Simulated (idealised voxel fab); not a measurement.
Process module in this document: voxel gate over fins
In the cross-section labelled cut, the width is 280 nm and each square cell is 5 nm.
Just so we're on the same page, the cross-sections are grids of square cells, and they're listed out in bands top to bottom, each band one or more rows deep.
This entry defines a band. It first specifies the height of the band's top and the height of its bottom in nm, and then specifies the band's materials from left to right, stating each material with its width in nm. The word "edge to edge" identifies a single material that fills the band from edge to edge, while the word "empty" identifies empty space.
Counting heights begins at 0, where everything beneath is, in the wafer as received, one material. The lowest band has no bottom; it goes on downwards, as "0 down" shows.
Top row gets the first number, bottom row gets the second, and each row in between changes by the same step: that is how a band width like "30 to 40" works.
"no change occurred", as given for a step, is the statement that not any cell of the cross-section underwent a change during that step.
Closed empty spaces (no open way to the top) of 8 cells or more are what "Cavities, sealed" lists, each as width x height at distance from the left edge, nm for all three.
Heads up: the bit after the settings on a step's line is the simulator's remark on that step.
overlay nm: mask offset rightward from planned place, masked step; negative means leftward offset.

These are the steps we planned for the process:
step 1: RECEIVE [material Si]
step 2: CONFORMAL_DEP [material SiN] [thk nm 5]
step 3: PATTERN [tone cover] [mask id FINS] [material resist] [width nm 15] [pitch nm 35] [thk nm 15] [overlay nm 0]
step 4: DIRECTIONAL_ETCH [etch materials SiN] [depth nm 5]
step 5: DIRECTIONAL_ETCH [etch materials Si] [depth nm 40]
step 6: STRIP [etch materials resist]
step 7: OXIDIZE [depth nm 5]
step 8: FILL_DEP [material SiO2] [thk nm 15]
step 9: CMP [height nm 5]
step 10: SELECTIVE_ETCH [etch materials SiO2] [depth nm 15]
step 11: STRIP [etch materials SiN]
step 12: CONFORMAL_DEP [material HfO2] [thk nm 5]
step 13: CONFORMAL_DEP [material TiN] [thk nm 5]
step 14: CONFORMAL_DEP [material TiAl] [thk nm 5]
step 15: CONFORMAL_DEP [material TiN] [thk nm 5]
step 16: FILL_DEP [material W] [thk nm 10]
step 17: CMP [height nm 25]
step 18: CONFORMAL_DEP [material SiN] [thk nm 10]

Incoming wafer in cross-section (state: after step 1):
- 0 down = Si edge to edge
- Cavities, sealed: none

Here's the wafer cut in cross-section after the module, started and planned just like above, except one thing was done wrong in the run:
- 35 to 25 = SiN edge to edge
- 25 to 20 = W edge to edge
- 20 to 15 = W: 80, then TiN: 120, then W: 80
- 15 to 10 = W: 80, then TiN: 5, then TiAl: 110, then TiN: 5, then W: 80
- 10 to 5 = TiN: 85, then TiAl: 5, then TiN: 30, then TiAl: 5, then TiN: 30, then TiAl: 5, then TiN: 30, then TiAl: 5, then TiN: 85
- 5 to 0 = TiAl: 90, then TiN: 5, then HfO2: 20, then TiN: 5, then TiAl: 5, then TiN: 5, then HfO2: 20, then TiN: 5, then TiAl: 5, then TiN: 5, then HfO2: 20, then TiN: 5, then TiAl: 90
- 0 to -5 = TiN: 95, then HfO2: 5, then Si: 10, then HfO2: 5, then TiN: 15, then HfO2: 5, then Si: 10, then HfO2: 5, then TiN: 15, then HfO2: 5, then Si: 10, then HfO2: 5, then TiN: 95
- -5 to -10 = HfO2: 100, then Si: 10, then HfO2: 25, then Si: 10, then HfO2: 25, then Si: 10, then HfO2: 100
- -10 to -45 = SiO2: 100, then Si: 10, then SiO2: 25, then Si: 10, then SiO2: 25, then Si: 10, then SiO2: 100
- -45 down = Si edge to edge
- Cavities, sealed: none
Short version of what went wrong: for step 3, the planned setting was not used; the step was instead run as PATTERN [tone cover] [mask id FINS] [material resist] [width nm 20] [pitch nm 35] [thk nm 15] [overlay nm 0]
